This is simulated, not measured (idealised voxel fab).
process module | voxel double patterning
cross-section cut | 245 nm wide | cells 5 nm
A cross-section is a grid of square cells, given in bands from the top down. A band is one or more rows of cells.
Each band's line starts with the height of the band's top and of its bottom, in nm. Then come its materials from left to right, each with its width in nm. One material with "throughout" fills the band from edge to edge. "air" is empty space.
Height 0 is the level under which the wafer as received is all one material. The lowest band goes on downwards, as in "0 down".
A width such as "30 to 40" changes by the same amount from each row of cells to the next, from the band's top row to its bottom row.
"no change" after a step means that no cell of the cross-section changed.
closed voids: empty space of 8 cells or more with no open way to the top, each as width x height at its distance from the left edge, in nm
after a step's settings: what the simulator itself notes on the step
overlay nm, on a step with a mask: how far to the right of its planned place the mask lay; to the left if negative
plan
1 op RECEIVE | material Si
2 op CONFORMAL_DEP | material SiO2 | thk nm 5
3 op DIRECTIONAL_DEP | material polySi | thk nm 15
4 op DIRECTIONAL_DEP | material SiN | thk nm 5
5 op DIRECTIONAL_DEP | material aC | thk nm 10
6 op PATTERN | tone open | mask id FIRST | material resist | width nm 15 | pitch nm 50 | thk nm 30 | overlay nm 0
7 op DIRECTIONAL_ETCH | etch materials aC | depth nm 10
8 op STRIP | etch materials resist
9 op DIRECTIONAL_ETCH | etch materials SiN | depth nm 5
10 op STRIP | etch materials aC
11 op PATTERN | tone open | mask id SECOND | material resist | width nm 15 | thk nm 20 | overlay nm 0
12 op DIRECTIONAL_ETCH | etch materials SiN | depth nm 5
13 op STRIP | etch materials resist
14 op DIRECTIONAL_ETCH | etch materials polySi | depth nm 15
15 op STRIP | etch materials SiN
first wafer, as planned
as received, after step 1
  0 down: Si throughout
  closed voids: none
after step 2
  5 to 0: SiO2 throughout
  below 0: unchanged
after step 3
  20 to 5: polySi throughout
  below 5: unchanged
after step 4
  25 to 20: SiN throughout
  below 20: unchanged
after step 5
  35 to 25: aC throughout
  below 25: unchanged
after step 6
  65 to 35: resist 90 | air 15 | resist 35 | air 15 | resist 90
  below 35: unchanged
after step 7
  55 to 35: resist 90 | air 15 | resist 35 | air 15 | resist 90
  35 to 25: aC 90 | air 15 | aC 35 | air 15 | aC 90
  below 25: unchanged
after step 8
  35 to 25: aC 90 | air 15 | aC 35 | air 15 | aC 90
  below 25: unchanged
after step 9
  35 to 25: aC 90 | air 15 | aC 35 | air 15 | aC 90
  25 to 20: SiN 90 | air 15 | SiN 35 | air 15 | SiN 90
  below 20: unchanged
after step 10
  25 to 20: SiN 90 | air 15 | SiN 35 | air 15 | SiN 90
  below 20: unchanged
after step 11
  45 to 25: resist 115 | air 15 | resist 115
  25 to 20: SiN 90 | resist 15 | SiN 35 | resist 15 | SiN 90
  below 20: unchanged
after step 12
  45 to 25: resist 115 | air 15 | resist 115
  25 to 20: SiN 90 | resist 15 | SiN 10 | air 15 | SiN 10 | resist 15 | SiN 90
  below 20: unchanged
after step 13
  25 to 20: SiN 90 | air 15 | SiN 10 | air 15 | SiN 10 | air 15 | SiN 90
  below 20: unchanged
after step 14
  25 to 20: SiN 90 | air 15 | SiN 10 | air 15 | SiN 10 | air 15 | SiN 90
  20 to 5: polySi 90 | air 15 | polySi 10 | air 15 | polySi 10 | air 15 | polySi 90
  below 5: unchanged
after step 15
  20 to 5: polySi 90 | air 15 | polySi 10 | air 15 | polySi 10 | air 15 | polySi 90
  below 5: unchanged
second wafer: like start, like plan, one mistake. Through step 5 it matches the first wafer
when step 6 should have ended
  65 to 35: air 90 | resist 15 | air 35 | resist 15 | air 90
  below 35: unchanged
when step 7 should have ended
  55 to 35: air 90 | resist 15 | air 35 | resist 15 | air 90
  35 to 25: air 90 | aC 15 | air 35 | aC 15 | air 90
  below 25: unchanged
when step 8 should have ended
  35 to 25: air 90 | aC 15 | air 35 | aC 15 | air 90
  below 25: unchanged
when step 9 should have ended
  35 to 25: air 90 | aC 15 | air 35 | aC 15 | air 90
  25 to 20: air 90 | SiN 15 | air 35 | SiN 15 | air 90
  below 20: unchanged
when step 10 should have ended
  25 to 20: air 90 | SiN 15 | air 35 | SiN 15 | air 90
  below 20: unchanged
when step 11 should have ended
  45 to 25: resist 115 | air 15 | resist 115
  25 to 20: resist 90 | SiN 15 | resist 10 | air 15 | resist 10 | SiN 15 | resist 90
  below 20: unchanged
when step 12 should have ended: no change
when step 13 should have ended
  25 to 20: air 90 | SiN 15 | air 35 | SiN 15 | air 90
  below 20: unchanged
when step 14 should have ended
  25 to 20: air 90 | SiN 15 | air 35 | SiN 15 | air 90
  20 to 5: air 90 | polySi 15 | air 35 | polySi 15 | air 90
  below 5: unchanged
when step 15 should have ended
  20 to 5: air 90 | polySi 15 | air 35 | polySi 15 | air 90
  below 5: unchanged
what went wrong: step 6 ran as: op PATTERN | tone cover | mask id FIRST | material resist | width nm 15 | pitch nm 50 | thk nm 30 | overlay nm 0
at the end the second wafer has, in cells: 102 fewer of polySi
